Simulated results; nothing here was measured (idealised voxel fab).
This is a process module. Its name is voxel capacitor over wiring.
Cross-sectional view cut (width: 150 nm; square cell size: 5 nm).
Cross-section spec: square-cell grid; bands listed top down; each band is one or more rows. Band: top height; bottom height; in nm. Then, left to right: material with width in nm, for each material. "all across": a single material spanning edge to edge. "blank": empty space. Where do heights start? At 0: under that level the wafer as delivered is made of one material only. And the lowest band has no floor; it just carries on downward, as in "0 and below". Width spec "30..40" -> top row of cells at first value, bottom row at second value, equal per-row change in between. Any step labelled "same as before" changed none of the cells in the cross-section. Closed cavity list: empty space of 8 cells or more with no open way to the top, each as width x height at its distance from the left edge, in nm. Whatever follows a step's settings on its line is a remark the simulator itself makes about that step. Steps that use a mask can have "overlay nm" on their line. It says how far the mask sat to the right of where it was meant to be. Negative means to the left.
## The following list gives the planned process steps
1) RECEIVE [material Si]
2) CONFORMAL_DEP [material SiO2] [thk nm 15]
3) CONFORMAL_DEP [material SiCN] [thk nm 5]
4) DIRECTIONAL_DEP [material SiO2] [thk nm 25]
5) PATTERN [tone open] [mask id METAL_1] [material resist] [width nm 20] [pitch nm 90] [thk nm 15] [overlay nm 0]
6) DIRECTIONAL_ETCH [etch materials SiO2] [depth nm 25]
7) DIRECTIONAL_ETCH [etch materials SiCN] [depth nm 5]
8) STRIP [etch materials resist]
9) CONFORMAL_DEP [material TiN] [thk nm 5]
10) FILL_DEP [material W] [thk nm 10]
11) CMP [height nm 45]
12) CONFORMAL_DEP [material SiCN] [thk nm 5]
13) DIRECTIONAL_DEP [material lowk] [thk nm 10]
14) MASKED_ETCH [tone open] [mask id PLUG_1] [width nm 15] [etch materials lowk] [depth nm 10] [overlay nm 0]
15) MASKED_ETCH [tone open] [mask id PLUG_1] [width nm 15] [etch materials SiCN] [depth nm 5] [overlay nm 0]
16) EPI [material Ru] [thk nm 10]
17) EPI [material Ru] [thk nm 5]
18) DIRECTIONAL_DEP [material TiN] [thk nm 10]
19) DIRECTIONAL_DEP [material HfO2] [thk nm 5]
20) DIRECTIONAL_DEP [material TiN] [thk nm 10]
21) MASKED_ETCH [tone cover] [mask id UPPER_PLATE] [width nm 75] [etch materials TiN] [depth nm 10] [overlay nm 0]
22) MASKED_ETCH [tone cover] [mask id UPPER_PLATE] [width nm 75] [etch materials HfO2] [depth nm 5] [overlay nm 0]
23) DIRECTIONAL_DEP [material aC] [thk nm 15]
24) PATTERN [tone cover] [mask id LOWER_PLATE] [material resist] [width nm 85] [thk nm 35] [overlay nm 0]
25) DIRECTIONAL_ETCH [etch materials aC] [depth nm 15]
26) STRIP [etch materials resist]
27) DIRECTIONAL_ETCH [etch materials TiN] [depth nm 10]
28) STRIP [etch materials aC]
29) FILL_DEP [material SiO2] [thk nm 20]
30) CMP [height nm 100]
31) MASKED_ETCH [tone open] [mask id PLUG_2] [width nm 15] [etch materials SiO2] [depth nm 15] [overlay nm 0]
32) CONFORMAL_DEP [material TiN] [thk nm 5]
33) FILL_DEP [material Cu] [thk nm 5]
34) CMP [height nm 100]
35) CONFORMAL_DEP [material SiCN] [thk nm 5]
## Delivered wafer in cross-section: state after step 1
- 0 and below | Si all across
- Closed cavity list: none
## Wafer cross-section at module end: first of two, run to plan
- 105 down to 100 | SiCN all across
- 100 down to 90 | 35 nm SiO2  5 nm TiN  5 nm Cu  5 nm TiN  100 nm SiO2
- 90 down to 85 | 35 nm SiO2  15 nm TiN  100 nm SiO2
- 85 down to 75 | 25 nm SiO2  75 nm TiN  50 nm SiO2
- 75 down to 70 | 25 nm SiO2  75 nm HfO2  50 nm SiO2
- 70 down to 60 | 20 nm SiO2  85 nm TiN  45 nm SiO2
- 60 down to 50 | 25 nm lowk  15 nm Ru  110 nm lowk
- 50 down to 45 | 25 nm SiCN  15 nm Ru  110 nm SiCN
- 45 down to 20 | 20 nm SiO2  5 nm TiN  10 nm W  5 nm TiN  70 nm SiO2  5 nm TiN  10 nm W  5 nm TiN  20 nm SiO2
- 20 down to 15 | 20 nm SiCN  20 nm TiN  70 nm SiCN  20 nm TiN  20 nm SiCN
- 15 down to 0 | SiO2 all across
- 0 and below | Si all across
- Closed cavity list: none
## Cross-section, wafer two of two, end of module: same start and plan as wafer one, one error in execution
- 105 down to 100 | SiCN all across
- 100 down to 95 | 35 nm SiO2  5 nm TiN  5 nm Cu  5 nm TiN  100 nm SiO2
- 95 down to 85 | 35 nm SiO2  15..65 nm TiN  100..50 nm SiO2
- 85 down to 80 | 40 nm SiO2  60 nm TiN  50 nm SiO2
- 80 down to 75 | 25 nm SiO2  15 nm TiN  60 nm HfO2  50 nm SiO2
- 75 down to 70 | 20 nm SiO2  85 nm TiN  45 nm SiO2
- 70 down to 65 | 20 nm SiO2  5 nm TiN  15 nm HfO2  65 nm TiN  45 nm SiO2
- 65 down to 55 | 25 nm lowk  15 nm TiN  110 nm lowk
- 55 down to 50 | lowk all across
- 50 down to 45 | SiCN all across
- 45 down to 20 | 20 nm SiO2  5 nm TiN  10 nm W  5 nm TiN  70 nm SiO2  5 nm TiN  10 nm W  5 nm TiN  20 nm SiO2
- 20 down to 15 | 20 nm SiCN  20 nm TiN  70 nm SiCN  20 nm TiN  20 nm SiCN
- 15 down to 0 | SiO2 all across
- 0 and below | Si all across
- Closed cavity list: none
Want to know what went wrong? heads up, step 13 didn't go per plan, it actually ran as DIRECTIONAL_DEP [material lowk] [thk nm 15]
End of process, cell counts, second wafer against first, materials with more or fewer: -1 Cu; -9 Ru; +3 SiCN; -22 SiO2; -1 TiN; +30 lowk
